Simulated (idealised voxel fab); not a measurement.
process module | voxel plated lines
cross-section cut | 190 nm wide | cells 5 nm
A cross-section is a grid of square cells, given in bands from the top down. A band is one or more rows of cells.
Each band's line starts with the height of the band's top and of its bottom, in nm. Then come its materials from left to right, each with its width in nm. One material with "throughout" fills the band from edge to edge. "air" is empty space.
Height 0 is the level under which the wafer as received is all one material. The lowest band goes on downwards, as in "0 down".
A width such as "30 to 40" changes by the same amount from each row of cells to the next, from the band's top row to its bottom row.
"no change" after a step means that no cell of the cross-section changed.
closed voids: empty space of 8 cells or more with no open way to the top, each as width x height at its distance from the left edge, in nm
after a step's settings: what the simulator itself notes on the step
overlay nm, on a step with a mask: how far to the right of its planned place the mask lay; to the left if negative
plan
1 op RECEIVE | material Si
2 op CONFORMAL_DEP | material Al2O3 | thk nm 5
3 op DIRECTIONAL_DEP | material TiN | thk nm 5
4 op PATTERN | tone open | mask id LINES | material resist | width nm 20 | pitch nm 35 | thk nm 15 | overlay nm 0
5 op EPI | material Ru | thk nm 5
6 op STRIP | etch materials resist
7 op DIRECTIONAL_ETCH | etch materials TiN | depth nm 5
8 op CONFORMAL_DEP | material SiN | thk nm 10
first wafer, as planned
as received, after step 1
  0 down: Si throughout
  closed voids: none
after step 2
  5 to 0: Al2O3 throughout
  below 0: unchanged
after step 3
  10 to 5: TiN throughout
  below 5: unchanged
after step 4
  25 to 10: resist 30 | air 20 | resist 15 | air 20 | resist 15 | air 20 | resist 15 | air 20 | resist 35
  below 10: unchanged
after step 5
  25 to 15: resist 30 | air 20 | resist 15 | air 20 | resist 15 | air 20 | resist 15 | air 20 | resist 35
  15 to 10: resist 30 | Ru 20 | resist 15 | Ru 20 | resist 15 | Ru 20 | resist 15 | Ru 20 | resist 35
  below 10: unchanged
after step 6
  15 to 10: air 30 | Ru 20 | air 15 | Ru 20 | air 15 | Ru 20 | air 15 | Ru 20 | air 35
  below 10: unchanged
after step 7
  15 to 10: air 30 | Ru 20 | air 15 | Ru 20 | air 15 | Ru 20 | air 15 | Ru 20 | air 35
  10 to 5: air 30 | TiN 20 | air 15 | TiN 20 | air 15 | TiN 20 | air 15 | TiN 20 | air 35
  below 5: unchanged
after step 8
  25 to 15: air 20 | SiN 145 | air 25
  15 to 10: SiN 30 | Ru 20 | SiN 15 | Ru 20 | SiN 15 | Ru 20 | SiN 15 | Ru 20 | SiN 35
  10 to 5: SiN 30 | TiN 20 | SiN 15 | TiN 20 | SiN 15 | TiN 20 | SiN 15 | TiN 20 | SiN 35
  below 5: unchanged
second wafer: like start, like plan, one mistake. Through step 1 it matches the first wafer
when step 2 should have ended
  5 to 0: TiN throughout
  below 0: unchanged
when step 3 should have ended
  10 to 5: Al2O3 throughout
  below 5: unchanged
when step 4 should have ended
  25 to 10: resist 30 | air 20 | resist 15 | air 20 | resist 15 | air 20 | resist 15 | air 20 | resist 35
  below 10: unchanged
when step 5 should have ended: no change
when step 6 should have ended
  10 to 5: Al2O3 throughout
  below 5: unchanged
when step 7 should have ended: no change
when step 8 should have ended
  20 to 10: SiN throughout
  below 10: unchanged
what went wrong: steps 2 and 3 were swapped
at the end the second wafer has, in cells: 16 fewer of Ru | 26 fewer of SiN | 22 more of TiN
